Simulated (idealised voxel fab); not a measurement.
Process module, titled voxel wiring stack
Section cut is 225 nm wide and gridded with 5 nm square cells.
For the purposes of this document, a cross-section shall be understood as a grid of square cells, specified as bands listed in top-to-bottom order, each band consisting of one or more rows of cells.
Per band: top height and bottom height in nm, followed by the left-to-right materials and their widths in nm; "all across" marks a single material spanning edge to edge, "air" marks empty space.
Height reference: 0 = level under which incoming wafer is all one material. Lowest band: no bottom, runs on downward, e.g. "top 0, no bottom".
A width such as "30 to 40" changes by the same amount from each row of cells to the next, from the band's top row to its bottom row.
Step marked "no alteration"? Then no cell in the cross-section changed in it.
"Sealed void listing": sealed empty spaces, 8 cells or more, no open way to top, listed width x height at distance, with distance from the left edge and width, height and distance in nm.
On a step's line, text after the settings is the simulator commenting on that step.
The optional step-line setting "overlay nm" applies to steps with a mask and quantifies how far to the right of its planned location the mask lay, a negative value indicating leftward placement.
[Process steps - plan]
1: RECEIVE,material Si
2: CONFORMAL_DEP,material SiO2,thk nm 10
3: DIRECTIONAL_DEP,material TiN,thk nm 5
4: DIRECTIONAL_DEP,material W,thk nm 20
5: DIRECTIONAL_DEP,material aC,thk nm 15
6: PATTERN,tone cover,mask id METAL_1,material resist,width nm 30,pitch nm 55,thk nm 30,overlay nm 0
7: DIRECTIONAL_ETCH,etch materials aC,depth nm 15
8: STRIP,etch materials resist
9: DIRECTIONAL_ETCH,etch materials W,depth nm 20
10: DIRECTIONAL_ETCH,etch materials TiN,depth nm 5
11: STRIP,etch materials aC
12: CONFORMAL_DEP,material SiCN,thk nm 5
13: FILL_DEP,material lowk,thk nm 5
14: CMP,height nm 35
15: CONFORMAL_DEP,material SiCN,thk nm 5
16: DIRECTIONAL_DEP,material SiO2,thk nm 35
17: DIRECTIONAL_DEP,material aC,thk nm 15
18: PATTERN,tone open,mask id METAL_2,material resist,width nm 30,pitch nm 55,thk nm 35,overlay nm 0
19: DIRECTIONAL_ETCH,etch materials aC,depth nm 15
20: STRIP,etch materials resist
21: DIRECTIONAL_ETCH,etch materials SiO2,depth nm 20
22: STRIP,etch materials aC
23: DIRECTIONAL_DEP,material aC,thk nm 15
24: PATTERN,tone open,mask id METAL_2_HOLES,material resist,width nm 15,pitch nm 55,thk nm 35,overlay nm 0
25: DIRECTIONAL_ETCH,etch materials aC,depth nm 15
26: STRIP,etch materials resist
27: DIRECTIONAL_ETCH,etch materials SiO2,depth nm 15
28: DIRECTIONAL_ETCH,etch materials SiCN,depth nm 5
29: STRIP,etch materials aC
30: CONFORMAL_DEP,material TiN,thk nm 5
31: FILL_DEP,material Ru,thk nm 10
32: CMP,height nm 75
33: CONFORMAL_DEP,material SiCN,thk nm 5
34: DIRECTIONAL_DEP,material lowk,thk nm 10
35: DIRECTIONAL_DEP,material aC,thk nm 10
36: PATTERN,tone open,mask id PLUG_2,material resist,width nm 15,pitch nm 55,thk nm 30,overlay nm 0
37: DIRECTIONAL_ETCH,etch materials aC,depth nm 10
38: STRIP,etch materials resist
39: DIRECTIONAL_ETCH,etch materials lowk,depth nm 10
40: DIRECTIONAL_ETCH,etch materials SiCN,depth nm 5
41: STRIP,etch materials aC
42: CONFORMAL_DEP,material TiN,thk nm 5
43: FILL_DEP,material W,thk nm 10
44: CMP,height nm 90
45: DIRECTIONAL_DEP,material TiN,thk nm 5
46: DIRECTIONAL_DEP,material Ru,thk nm 25
47: DIRECTIONAL_DEP,material aC,thk nm 10
48: PATTERN,tone cover,mask id METAL_3,material resist,width nm 30,pitch nm 55,thk nm 25,overlay nm 0
49: DIRECTIONAL_ETCH,etch materials aC,depth nm 10
50: STRIP,etch materials resist
51: DIRECTIONAL_ETCH,etch materials Ru,depth nm 25
52: DIRECTIONAL_ETCH,etch materials TiN,depth nm 5
53: STRIP,etch materials aC
54: CONFORMAL_DEP,material SiCN,thk nm 5
55: FILL_DEP,material lowk,thk nm 10
56: CMP,height nm 120
57: CONFORMAL_DEP,material SiN,thk nm 5
[Incoming wafer, cross-sectional view, post step 1]
- top 0, no bottom | Si all across
- Sealed void listing: none
[The first of two wafers, cross-sectioned at the end of the module, with the run proceeding as planned]
- top 125, bottom 120 | SiN all across
- top 120, bottom 95 | lowk: 10, SiCN: 5, Ru: 30, SiCN: 5, lowk: 15, SiCN: 5, Ru: 30, SiCN: 5, lowk: 15, SiCN: 5, Ru: 30, SiCN: 5, lowk: 15, SiCN: 5, Ru: 30, SiCN: 5, lowk: 10
- top 95, bottom 90 | SiCN: 15, TiN: 30, SiCN: 25, TiN: 30, SiCN: 25, TiN: 30, SiCN: 25, TiN: 30, SiCN: 15
- top 90, bottom 80 | lowk: 15, TiN: 5, W: 5, TiN: 5, lowk: 40, TiN: 5, W: 5, TiN: 5, lowk: 40, TiN: 5, W: 5, TiN: 5, lowk: 40, TiN: 5, W: 5, TiN: 5, lowk: 30
- top 80, bottom 75 | SiCN: 15, TiN: 15, SiCN: 40, TiN: 15, SiCN: 40, TiN: 15, SiCN: 40, TiN: 15, SiCN: 30
- top 75, bottom 60 | SiO2: 15, TiN: 5, Ru: 20, TiN: 5, SiO2: 25, TiN: 5, Ru: 20, TiN: 5, SiO2: 25, TiN: 5, Ru: 20, TiN: 5, SiO2: 25, TiN: 5, Ru: 20, TiN: 5, SiO2: 15
- top 60, bottom 55 | SiO2: 15, TiN: 5, Ru: 5, TiN: 20, SiO2: 25, TiN: 5, Ru: 5, TiN: 20, SiO2: 25, TiN: 5, Ru: 5, TiN: 20, SiO2: 25, TiN: 5, Ru: 5, TiN: 20, SiO2: 15
- top 55, bottom 40 | SiO2: 15, TiN: 5, Ru: 5, TiN: 5, SiO2: 40, TiN: 5, Ru: 5, TiN: 5, SiO2: 40, TiN: 5, Ru: 5, TiN: 5, SiO2: 40, TiN: 5, Ru: 5, TiN: 5, SiO2: 30
- top 40, bottom 35 | SiCN: 15, TiN: 15, SiCN: 40, TiN: 15, SiCN: 40, TiN: 15, SiCN: 40, TiN: 15, SiCN: 30
- top 35, bottom 15 | lowk: 10, SiCN: 5, W: 30, SiCN: 5, lowk: 15, SiCN: 5, W: 30, SiCN: 5, lowk: 15, SiCN: 5, W: 30, SiCN: 5, lowk: 15, SiCN: 5, W: 30, SiCN: 5, lowk: 10
- top 15, bottom 10 | SiCN: 15, TiN: 30, SiCN: 25, TiN: 30, SiCN: 25, TiN: 30, SiCN: 25, TiN: 30, SiCN: 15
- top 10, bottom 0 | SiO2 all across
- top 0, no bottom | Si all across
- Sealed void listing: none
[Second wafer of the two, sectioned at the end of the module. It began like the first and followed the same plan, but one mistake was made while running it]
- top 125, bottom 120 | SiN all across
- top 120, bottom 95 | lowk: 10, SiCN: 5, Ru: 30, SiCN: 5, lowk: 15, SiCN: 5, Ru: 30, SiCN: 5, lowk: 15, SiCN: 5, Ru: 30, SiCN: 5, lowk: 15, SiCN: 5, Ru: 30, SiCN: 5, lowk: 10
- top 95, bottom 90 | SiCN: 15, TiN: 30, SiCN: 25, TiN: 30, SiCN: 25, TiN: 30, SiCN: 25, TiN: 30, SiCN: 15
- top 90, bottom 80 | lowk: 15, TiN: 5, W: 5, TiN: 5, lowk: 40, TiN: 5, W: 5, TiN: 5, lowk: 40, TiN: 5, W: 5, TiN: 5, lowk: 40, TiN: 5, W: 5, TiN: 5, lowk: 30
- top 80, bottom 75 | SiCN: 15, TiN: 15, SiCN: 40, TiN: 15, SiCN: 40, TiN: 15, SiCN: 40, TiN: 15, SiCN: 30
- top 75, bottom 70 | Ru all across
- top 70, bottom 65 | TiN: 20, Ru: 20, TiN: 35, Ru: 20, TiN: 35, Ru: 20, TiN: 35, Ru: 20, TiN: 20
- top 65, bottom 50 | SiO2: 15, TiN: 5, Ru: 20, TiN: 5, SiO2: 25, TiN: 5, Ru: 20, TiN: 5, SiO2: 25, TiN: 5, Ru: 20, TiN: 5, SiO2: 25, TiN: 5, Ru: 20, TiN: 5, SiO2: 15
- top 50, bottom 40 | SiO2: 15, TiN: 5, Ru: 5, TiN: 20 to 5, SiO2: 25 to 40, TiN: 5, Ru: 5, TiN: 20 to 5, SiO2: 25 to 40, TiN: 5, Ru: 5, TiN: 20 to 5, SiO2: 25 to 40, TiN: 5, Ru: 5, TiN: 20 to 5, SiO2: 15 to 30
- top 40, bottom 35 | SiCN: 15, TiN: 15, SiCN: 40, TiN: 15, SiCN: 40, TiN: 15, SiCN: 40, TiN: 15, SiCN: 30
- top 35, bottom 15 | lowk: 10, SiCN: 5, W: 30, SiCN: 5, lowk: 15, SiCN: 5, W: 30, SiCN: 5, lowk: 15, SiCN: 5, W: 30, SiCN: 5, lowk: 15, SiCN: 5, W: 30, SiCN: 5, lowk: 10
- top 15, bottom 10 | SiCN: 15, TiN: 30, SiCN: 25, TiN: 30, SiCN: 25, TiN: 30, SiCN: 25, TiN: 30, SiCN: 15
- top 10, bottom 0 | SiO2 all across
- top 0, no bottom | Si all across
- Sealed void listing: none
The plan and the run diverged here: step 16 was run on a setting that differed from the plan, and what really ran there is DIRECTIONAL_DEP,material SiO2,thk nm 25
Upon completion, the second wafer contains, in terms of cells, a greater or smaller amount of certain materials than the first wafer: 53 more of Ru, 66 fewer of SiO2, 13 more of TiN
